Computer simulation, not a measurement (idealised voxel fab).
process module | voxel transistor to metal
cross-section cut | 195 nm wide | cells 5 nm
A cross-section is a grid of square cells, given in bands from the top down. A band is one or more rows of cells.
Each band's line starts with the height of the band's top and of its bottom, in nm. Then come its materials from left to right, each with its width in nm. One material with "throughout" fills the band from edge to edge. "air" is empty space.
Height 0 is the level under which the wafer as received is all one material. The lowest band goes on downwards, as in "0 down".
A width such as "30 to 40" changes by the same amount from each row of cells to the next, from the band's top row to its bottom row.
"no change" after a step means that no cell of the cross-section changed.
closed voids: empty space of 8 cells or more with no open way to the top, each as width x height at its distance from the left edge, in nm
after a step's settings: what the simulator itself notes on the step
overlay nm, on a step with a mask: how far to the right of its planned place the mask lay; to the left if negative
plan
1 op RECEIVE | material Si
2 op OXIDIZE | depth nm 5
3 op CONFORMAL_DEP | material SiN | thk nm 10
4 op DIRECTIONAL_DEP | material aC | thk nm 15
5 op PATTERN | tone cover | mask id ACTIVE | material resist | width nm 130 | thk nm 30 | overlay nm 0
6 op DIRECTIONAL_ETCH | etch materials aC | depth nm 15
7 op STRIP | etch materials resist
8 op DIRECTIONAL_ETCH | etch materials SiN | depth nm 10
9 op DIRECTIONAL_ETCH | etch materials SiO2 | depth nm 5
10 op DIRECTIONAL_ETCH | etch materials Si | depth nm 30
11 op STRIP | etch materials aC
12 op FILL_DEP | material SiO2 | thk nm 5
13 op CMP | height nm 10
14 op SELECTIVE_ETCH | etch materials SiO2 | depth nm 10
15 op STRIP | etch materials SiN
16 op SELECTIVE_ETCH | etch materials SiO2 | depth nm 5
17 op OXIDIZE | depth nm 5
18 op DIRECTIONAL_DEP | material polySi | thk nm 30
19 op DIRECTIONAL_DEP | material SiCN | thk nm 10
20 op DIRECTIONAL_DEP | material aC | thk nm 15
21 op PATTERN | tone cover | mask id GATE | material resist | width nm 30 | thk nm 30 | overlay nm 0
22 op DIRECTIONAL_ETCH | etch materials aC | depth nm 15
23 op STRIP | etch materials resist
24 op DIRECTIONAL_ETCH | etch materials SiCN | depth nm 20
25 op DIRECTIONAL_ETCH | etch materials polySi | depth nm 40
26 op STRIP | etch materials aC
27 op CONFORMAL_DEP | material SiN | thk nm 10
28 op DIRECTIONAL_ETCH | etch materials SiN | depth nm 10
29 op DIRECTIONAL_ETCH | etch materials SiO2 | depth nm 5
30 op DIRECTIONAL_ETCH | etch materials Si | depth nm 10
31 op EPI | material pSi | thk nm 10
32 op FILL_DEP | material SiO2 | thk nm 10
33 op CMP | height nm 25
34 op STRIP | etch materials polySi
35 op SELECTIVE_ETCH | etch materials SiO2 | depth nm 5
36 op CONFORMAL_DEP | material HfO2 | thk nm 5
37 op CONFORMAL_DEP | material TiN | thk nm 5
38 op FILL_DEP | material W | thk nm 10
39 op CMP | height nm 20
40 op DIRECTIONAL_DEP | material SiO2 | thk nm 10
41 op PATTERN | tone open | mask id CONTACT | material resist | width nm 20 | pitch nm 90 | thk nm 20 | overlay nm 0
42 op DIRECTIONAL_ETCH | etch materials SiO2 | depth nm 40
43 op STRIP | etch materials resist
44 op CONFORMAL_DEP | material TiN | thk nm 5
45 op FILL_DEP | material W | thk nm 10
46 op CMP | height nm 30
47 op DIRECTIONAL_DEP | material TiN | thk nm 5
48 op DIRECTIONAL_DEP | material Ru | thk nm 25
49 op MASKED_ETCH | tone cover | mask id METAL_1 | width nm 20 | pitch nm 90 | etch materials Ru | depth nm 25 | overlay nm 0
50 op MASKED_ETCH | tone cover | mask id METAL_1 | width nm 20 | pitch nm 90 | etch materials TiN | depth nm 5 | overlay nm 0
51 op CONFORMAL_DEP | material SiN | thk nm 5
52 op FILL_DEP | material SiO2 | thk nm 5
53 op CMP | height nm 60
54 op CONFORMAL_DEP | material SiCN | thk nm 5
as received, after step 1
  0 down: Si throughout
  closed voids: none
a wafer at the end: this start, this plan, one mistake
  65 to 60: SiCN throughout
  60 to 35: SiO2 35 | SiN 5 | Ru 20 | SiN 5 | SiO2 60 | SiN 5 | Ru 20 | SiN 5 | SiO2 40
  35 to 30: SiN 40 | TiN 20 | SiN 70 | TiN 20 | SiN 45
  30 to 20: SiO2 40 | TiN 5 | W 10 | TiN 5 | SiO2 70 | TiN 5 | W 10 | TiN 5 | SiO2 45
  20 to 10: SiO2 40 | TiN 5 | W 10 | TiN 5 | SiO2 10 | SiN 10 | HfO2 5 | TiN 5 | W 10 | TiN 5 | HfO2 5 | SiN 10 | SiO2 10 | TiN 5 | W 10 | TiN 5 | SiO2 45
  10 to 5: SiO2 40 | TiN 5 | W 5 | TiN 10 | SiO2 10 | SiN 10 | HfO2 5 | TiN 5 | W 10 | TiN 5 | HfO2 5 | SiN 10 | SiO2 10 | TiN 10 | W 5 | TiN 5 | SiO2 45
  5 to 0: SiO2 40 | TiN 5 | W 5 | TiN 5 | pSi 15 | SiN 10 | HfO2 5 | TiN 5 | W 10 | TiN 5 | HfO2 5 | SiN 10 | pSi 15 | TiN 5 | W 5 | TiN 5 | SiO2 45
  0 to -5: SiO2 40 | TiN 15 | pSi 15 | SiN 10 | HfO2 5 | TiN 20 | HfO2 5 | SiN 10 | pSi 15 | TiN 15 | SiO2 45
  -5 to -10: SiO2 25 | pSi 45 | SiO2 5 | HfO2 40 | SiO2 5 | pSi 45 | SiO2 30
  -10 to -20: SiO2 30 | pSi 40 | Si 50 | pSi 40 | SiO2 35
  -20 to -35: SiO2 30 | Si 130 | SiO2 35
  -35 down: Si throughout
  closed voids: none
what went wrong: step 31 ran as: op EPI | material pSi | thk nm 15
